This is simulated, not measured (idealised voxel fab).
Module name: voxel tone inversion (process module)
Square cells of 5 nm make up the cross-section cut, whose width is 275 nm.
Cross-section = grid of square cells, listed top down in bands; band = one or more rows.
Within each band entry, the heights of the top and of the bottom of the band appear first, in that order and in nm; the materials of the band then follow from left to right, each with its corresponding width in nm. The designation "throughout" on a single material indicates that it fills the band from edge to edge; the designation "air" indicates empty space.
Height 0 is the level under which the wafer as received is all one material. The lowest band goes on downwards, as in "z 0 and below".
The two numbers in a width such as "30 to 40" mark its ends across the band: the first belongs to the top row of cells, the second to the bottom row, and from each row to the next the width moves by the same amount.
"nothing different" -> step changed no cross-section cell.
You'll see "Closed void table" listing empty spaces that have no way open to the top, as long as they're 8 cells or more; the notation is width x height at distance, where the distance is from the left edge, and all of it is in nm.
Text after the settings on a step's line: the simulator's own remark on that step.
If you see "overlay nm" on a step's line and that step has a mask, it's telling you how far right of where it was planned the mask ended up; a negative number means it went left instead.

## Planned process steps
1,RECEIVE | material Si
2,CONFORMAL_DEP | material SiCN | thk nm 5
3,DIRECTIONAL_DEP | material aC | thk nm 25
4,PATTERN | tone cover | mask id POSTS | material resist | width nm 25 | pitch nm 55 | thk nm 30 | overlay nm 0
5,DIRECTIONAL_ETCH | etch materials aC | depth nm 25
6,STRIP | etch materials resist
7,FILL_DEP | material SiO2 | thk nm 10
8,CMP | height nm 30
9,STRIP | etch materials aC

## The following pertains to the first of two wafers, which was processed as planned

## Wafer cross-section on receipt, i.e. after step 1
  z 0 and below = Si throughout
  Closed void table: none

## So this is the wafer cross-section right after step 2
  z 5 to 0 = SiCN throughout
  Unchanged below 0.

## So this is the wafer cross-section right after step 3
  z 30 to 5 = aC throughout
  Unchanged below 5.

## So this is the wafer cross-section right after step 4
  z 60 to 30 = 40 nm air; 25 nm resist; 30 nm air; 25 nm resist; 30 nm air; 25 nm resist; 30 nm air; 25 nm resist; 45 nm air
  Unchanged below 30.

## So this is the wafer cross-section right after step 5
  z 35 to 30 = 40 nm air; 25 nm resist; 30 nm air; 25 nm resist; 30 nm air; 25 nm resist; 30 nm air; 25 nm resist; 45 nm air
  z 30 to 5 = 40 nm air; 25 nm aC; 30 nm air; 25 nm aC; 30 nm air; 25 nm aC; 30 nm air; 25 nm aC; 45 nm air
  Unchanged below 5.

## So this is the wafer cross-section right after step 6
  z 30 to 5 = 40 nm air; 25 nm aC; 30 nm air; 25 nm aC; 30 nm air; 25 nm aC; 30 nm air; 25 nm aC; 45 nm air
  Unchanged below 5.

## So this is the wafer cross-section right after step 7
  z 40 to 30 = SiO2 throughout
  z 30 to 5 = 40 nm SiO2; 25 nm aC; 30 nm SiO2; 25 nm aC; 30 nm SiO2; 25 nm aC; 30 nm SiO2; 25 nm aC; 45 nm SiO2
  Unchanged below 5.

## So this is the wafer cross-section right after step 8
  z 30 to 5 = 40 nm SiO2; 25 nm aC; 30 nm SiO2; 25 nm aC; 30 nm SiO2; 25 nm aC; 30 nm SiO2; 25 nm aC; 45 nm SiO2
  Unchanged below 5.

## So this is the wafer cross-section right after step 9
  z 30 to 5 = 40 nm SiO2; 25 nm air; 30 nm SiO2; 25 nm air; 30 nm SiO2; 25 nm air; 30 nm SiO2; 25 nm air; 45 nm SiO2
  Unchanged below 5.

## Second wafer, same starting state and plan as the first, one mistake in the run, identical through step 3

## Cross-section: second wafer, time at which step 4 was scheduled to end
  z 60 to 30 = 35 nm air; 25 nm resist; 30 nm air; 25 nm resist; 30 nm air; 25 nm resist; 30 nm air; 25 nm resist; 50 nm air
  Unchanged below 30.

## Cross-section: second wafer, time at which step 5 was scheduled to end
  z 35 to 30 = 35 nm air; 25 nm resist; 30 nm air; 25 nm resist; 30 nm air; 25 nm resist; 30 nm air; 25 nm resist; 50 nm air
  z 30 to 5 = 35 nm air; 25 nm aC; 30 nm air; 25 nm aC; 30 nm air; 25 nm aC; 30 nm air; 25 nm aC; 50 nm air
  Unchanged below 5.

## Cross-section: second wafer, time at which step 6 was scheduled to end
  z 30 to 5 = 35 nm air; 25 nm aC; 30 nm air; 25 nm aC; 30 nm air; 25 nm aC; 30 nm air; 25 nm aC; 50 nm air
  Unchanged below 5.

## Cross-section: second wafer, time at which step 7 was scheduled to end
  z 40 to 30 = SiO2 throughout
  z 30 to 5 = 35 nm SiO2; 25 nm aC; 30 nm SiO2; 25 nm aC; 30 nm SiO2; 25 nm aC; 30 nm SiO2; 25 nm aC; 50 nm SiO2
  Unchanged below 5.

## Cross-section: second wafer, time at which step 8 was scheduled to end
  z 30 to 5 = 35 nm SiO2; 25 nm aC; 30 nm SiO2; 25 nm aC; 30 nm SiO2; 25 nm aC; 30 nm SiO2; 25 nm aC; 50 nm SiO2
  Unchanged below 5.

## Cross-section: second wafer, time at which step 9 was scheduled to end
  z 30 to 5 = 35 nm SiO2; 25 nm air; 30 nm SiO2; 25 nm air; 30 nm SiO2; 25 nm air; 30 nm SiO2; 25 nm air; 50 nm SiO2
  Unchanged below 5.
The mistake made against the process plan was this: step 4 ran differently from the plan; actual operation with settings: PATTERN | tone cover | mask id POSTS | material resist | width nm 25 | pitch nm 55 | thk nm 30 | overlay nm -5
Tallied in cells, the final second wafer holds each material in the same quantity as the first, although not at the same places.
